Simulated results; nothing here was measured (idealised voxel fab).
Process module in this document: voxel transistor to metal
Shown is cross-section cut, with a width of 160 nm and square cells of size 5 nm.
Cross-section, as written here: a square-cell grid given band by band from the top down, where a band holds one or more rows of cells.
Heights first: top, then bottom, in nm. Then materials, left to right, each with a width in nm. "full width" on a single material: fills the band edge to edge. "blank": empty space.
Heights are expressed relative to 0, this being the level below which the as-received wafer comprises one material exclusively. The lowest band is unbounded in the downward direction and is denoted as in "0..down".
So if you see something like "30->40" for the width, read it as the top row of the band sitting at the first number and the bottom row at the second, with every row in between moving by the same amount as the last.
Where the words "nothing was modified" appear for a step, the cross-section shows no cell changed by that step; every cell remained as before.
Basically, "Trapped voids" tells you about the enclosed voids: empty spaces with no open way to the top, 8 cells or bigger, each written width x height at distance, where distance is from the left edge, all in nm.
On each step's line, the part that comes after the settings is the simulator's own comment on the step.
overlay nm: on a step with a mask, how far right of its planned place the mask lay; negative means left.
THE STEPS PLANNED FOR THE PROCESS ARE AS FOLLOWS
1: RECEIVE,material Si
2: CONFORMAL_DEP,material SiO2,thk nm 5
3: CONFORMAL_DEP,material SiN,thk nm 10
4: PATTERN,tone cover,mask id ACTIVE,material resist,width nm 100,thk nm 20,overlay nm 0
5: DIRECTIONAL_ETCH,etch materials SiN,depth nm 10
6: DIRECTIONAL_ETCH,etch materials SiO2,depth nm 5
7: DIRECTIONAL_ETCH,etch materials Si,depth nm 30
8: STRIP,etch materials resist
9: OXIDIZE,depth nm 5
10: FILL_DEP,material SiO2,thk nm 15
11: CMP,height nm 15
12: SELECTIVE_ETCH,etch materials SiO2,depth nm 5
13: STRIP,etch materials SiN
14: SELECTIVE_ETCH,etch materials SiO2,depth nm 5
15: OXIDIZE,depth nm 5
16: DIRECTIONAL_DEP,material polySi,thk nm 25
17: DIRECTIONAL_DEP,material SiCN,thk nm 15
18: DIRECTIONAL_DEP,material aC,thk nm 15
19: PATTERN,tone cover,mask id GATE,material resist,width nm 30,thk nm 30,overlay nm 0
20: DIRECTIONAL_ETCH,etch materials aC,depth nm 15
21: STRIP,etch materials resist
22: DIRECTIONAL_ETCH,etch materials SiCN,depth nm 25
23: DIRECTIONAL_ETCH,etch materials polySi,depth nm 35
24: STRIP,etch materials aC
25: CONFORMAL_DEP,material SiN,thk nm 5
26: DIRECTIONAL_ETCH,etch materials SiN,depth nm 5
27: DIRECTIONAL_ETCH,etch materials SiO2,depth nm 5
28: DIRECTIONAL_ETCH,etch materials Si,depth nm 15
29: EPI,material pSi,thk nm 15
30: FILL_DEP,material SiO2,thk nm 10
31: CMP,height nm 25
32: STRIP,etch materials polySi
33: SELECTIVE_ETCH,etch materials SiO2,depth nm 5
34: CONFORMAL_DEP,material HfO2,thk nm 5
35: CONFORMAL_DEP,material TiN,thk nm 5
36: FILL_DEP,material W,thk nm 5
37: CMP,height nm 20
38: DIRECTIONAL_DEP,material SiO2,thk nm 10
39: MASKED_ETCH,tone open,mask id CONTACT,width nm 15,pitch nm 75,etch materials SiO2,depth nm 35,overlay nm 0
40: CONFORMAL_DEP,material TiN,thk nm 5
41: FILL_DEP,material Ru,thk nm 5
42: CMP,height nm 30
43: CONFORMAL_DEP,material SiN,thk nm 5
44: DIRECTIONAL_DEP,material SiO2,thk nm 25
45: PATTERN,tone open,mask id METAL_1,material resist,width nm 15,pitch nm 75,thk nm 20,overlay nm 0
46: DIRECTIONAL_ETCH,etch materials SiO2,depth nm 25
47: DIRECTIONAL_ETCH,etch materials SiN,depth nm 5
48: STRIP,etch materials resist
49: CONFORMAL_DEP,material TiN,thk nm 5
50: FILL_DEP,material Cu,thk nm 10
51: CMP,height nm 60
52: EPI,material Ru,thk nm 5
53: FILL_DEP,material SiCN,thk nm 5
THIS IS THE CROSS-SECTION OF THE WAFER AS WE RECEIVED IT, I.E. AFTER STEP 1
	0..down: Si full width
	Trapped voids: none
FIRST OF TWO WAFERS, END-OF-MODULE SECTION, RUN FOLLOWED PLAN
	70..65: SiCN full width
	65..60: SiCN (30), then Ru (25), then SiCN (50), then Ru (25), then SiCN (30)
	60..35: SiO2 (35), then TiN (5), then Cu (5), then TiN (5), then SiO2 (60), then TiN (5), then Cu (5), then TiN (5), then SiO2 (35)
	35..30: SiN (35), then TiN (15), then SiN (60), then TiN (15), then SiN (35)
	30..20: SiO2 (35), then TiN (5), then Ru (5), then TiN (5), then SiO2 (60), then TiN (5), then Ru (5), then TiN (5), then SiO2 (35)
	20..15: SiO2 (35), then TiN (5), then Ru (5), then TiN (5), then SiO2 (10), then SiN (5), then HfO2 (5), then TiN (5), then W (10), then TiN (5), then HfO2 (5), then SiN (5), then SiO2 (10), then TiN (5), then Ru (5), then TiN (5), then SiO2 (35)
	15..10: SiO2 (35), then TiN (15), then SiO2 (10), then SiN (5), then HfO2 (5), then TiN (5), then W (10), then TiN (5), then HfO2 (5), then SiN (5), then SiO2 (10), then TiN (15), then SiO2 (35)
	10..5: SiO2 (35), then TiN (10), then pSi (15), then SiN (5), then HfO2 (5), then TiN (5), then W (10), then TiN (5), then HfO2 (5), then SiN (5), then pSi (15), then TiN (10), then SiO2 (35)
	5..0: SiO2 (25), then SiN (5), then SiO2 (5), then TiN (10), then pSi (15), then SiN (5), then HfO2 (5), then TiN (20), then HfO2 (5), then SiN (5), then pSi (15), then TiN (10), then SiO2 (5), then SiN (5), then SiO2 (25)
	0..-5: SiO2 (35), then TiN (10), then pSi (15), then HfO2 (40), then pSi (15), then TiN (10), then SiO2 (35)
	-5..-20: SiO2 (35), then pSi (25), then Si (40), then pSi (25), then SiO2 (35)
	-20..-35: SiO2 (35), then Si (90), then SiO2 (35)
	-35..down: Si full width
	Trapped voids: none
WAFER TWO CROSS-SECTION, MODULE END. START AND PLAN UNCHANGED FROM WAFER ONE; ONE MISTAKE MADE DURING THE RUN
	70..65: SiCN full width
	65..60: SiCN (30), then Ru (25), then SiCN (50), then Ru (25), then SiCN (30)
	60..35: SiO2 (35), then TiN (5), then Cu (5), then TiN (5), then SiO2 (60), then TiN (5), then Cu (5), then TiN (5), then SiO2 (35)
	35..30: SiN (35), then TiN (15), then SiN (60), then TiN (15), then SiN (35)
	30..15: SiO2 (35), then TiN (5), then Ru (5), then TiN (5), then SiO2 (60), then TiN (5), then Ru (5), then TiN (5), then SiO2 (35)
	15..10: SiO2 (35), then TiN (15), then SiO2 (10), then SiN (5), then SiCN (30), then SiN (5), then SiO2 (10), then TiN (15), then SiO2 (35)
	10..5: SiO2 (35), then TiN (10), then pSi (15), then SiN (5), then SiCN (30), then SiN (5), then pSi (15), then TiN (10), then SiO2 (35)
	5..0: SiO2 (25), then SiN (5), then SiO2 (5), then TiN (10), then pSi (15), then SiN (5), then SiCN (30), then SiN (5), then pSi (15), then TiN (10), then SiO2 (5), then SiN (5), then SiO2 (25)
	0..-5: SiO2 (35), then TiN (10), then pSi (15), then SiO2 (40), then pSi (15), then TiN (10), then SiO2 (35)
	-5..-20: SiO2 (35), then pSi (25), then Si (40), then pSi (25), then SiO2 (35)
	-20..-35: SiO2 (35), then Si (90), then SiO2 (35)
	-35..down: Si full width
	Trapped voids: none
Deviation from plan: step 16 of the plan never got run, it was skipped over
Wafer comparison, final, in cells, second relative to first, materials more or fewer: 16 fewer of HfO2, 18 more of SiCN, 2 fewer of SiN, 16 more of SiO2, 10 fewer of TiN, 6 fewer of W
